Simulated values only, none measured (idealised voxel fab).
process module | voxel ribs on slabs
cross-section cut | 295 nm wide | cells 5 nm
A cross-section is a grid of square cells, given in bands from the top down. A band is one or more rows of cells.
Each band's line starts with the height of the band's top and of its bottom, in nm. Then come its materials from left to right, each with its width in nm. One material with "throughout" fills the band from edge to edge. "air" is empty space.
Height 0 is the level under which the wafer as received is all one material. The lowest band goes on downwards, as in "0 down".
A width such as "30 to 40" changes by the same amount from each row of cells to the next, from the band's top row to its bottom row.
"no change" after a step means that no cell of the cross-section changed.
closed voids: empty space of 8 cells or more with no open way to the top, each as width x height at its distance from the left edge, in nm
after a step's settings: what the simulator itself notes on the step
overlay nm, on a step with a mask: how far to the right of its planned place the mask lay; to the left if negative
plan
1 op RECEIVE | material Si
2 op DIRECTIONAL_DEP | material SiO2 | thk nm 20
3 op DIRECTIONAL_DEP | material polySi | thk nm 25
4 op DIRECTIONAL_DEP | material aC | thk nm 10
5 op PATTERN | tone cover | mask id RIB | material resist | width nm 15 | thk nm 30 | overlay nm 0
6 op DIRECTIONAL_ETCH | etch materials aC | depth nm 10
7 op STRIP | etch materials resist
8 op DIRECTIONAL_ETCH | etch materials polySi | depth nm 15
9 op STRIP | etch materials aC
10 op DIRECTIONAL_DEP | material aC | thk nm 15
11 op PATTERN | tone cover | mask id SLAB | material resist | width nm 55 | thk nm 35 | overlay nm 0
12 op DIRECTIONAL_ETCH | etch materials aC | depth nm 15
13 op STRIP | etch materials resist
14 op DIRECTIONAL_ETCH | etch materials polySi | depth nm 10
15 op STRIP | etch materials aC
16 op FILL_DEP | material SiO2 | thk nm 15
17 op CMP | height nm 55
18 op DIRECTIONAL_DEP | material TiN | thk nm 10
19 op PATTERN | tone cover | mask id HEATER | material resist | width nm 25 | thk nm 20 | overlay nm 0
20 op DIRECTIONAL_ETCH | etch materials TiN | depth nm 10
21 op STRIP | etch materials resist
22 op CONFORMAL_DEP | material SiO2 | thk nm 5
as received, after step 1
  0 down: Si throughout
  closed voids: none
a wafer at the end: this start, this plan, one mistake
  70 to 65: air 130 | SiO2 35 | air 130
  65 to 60: air 130 | SiO2 5 | TiN 25 | SiO2 5 | air 130
  60 to 55: SiO2 135 | TiN 25 | SiO2 135
  55 to 45: SiO2 throughout
  45 to 30: SiO2 135 | polySi 15 | SiO2 145
  30 to 20: SiO2 120 | polySi 55 | SiO2 120
  20 to 0: SiO2 throughout
  0 down: Si throughout
  closed voids: none
what went wrong: step 5 ran as: op PATTERN | tone cover | mask id RIB | material resist | width nm 15 | thk nm 30 | overlay nm -5
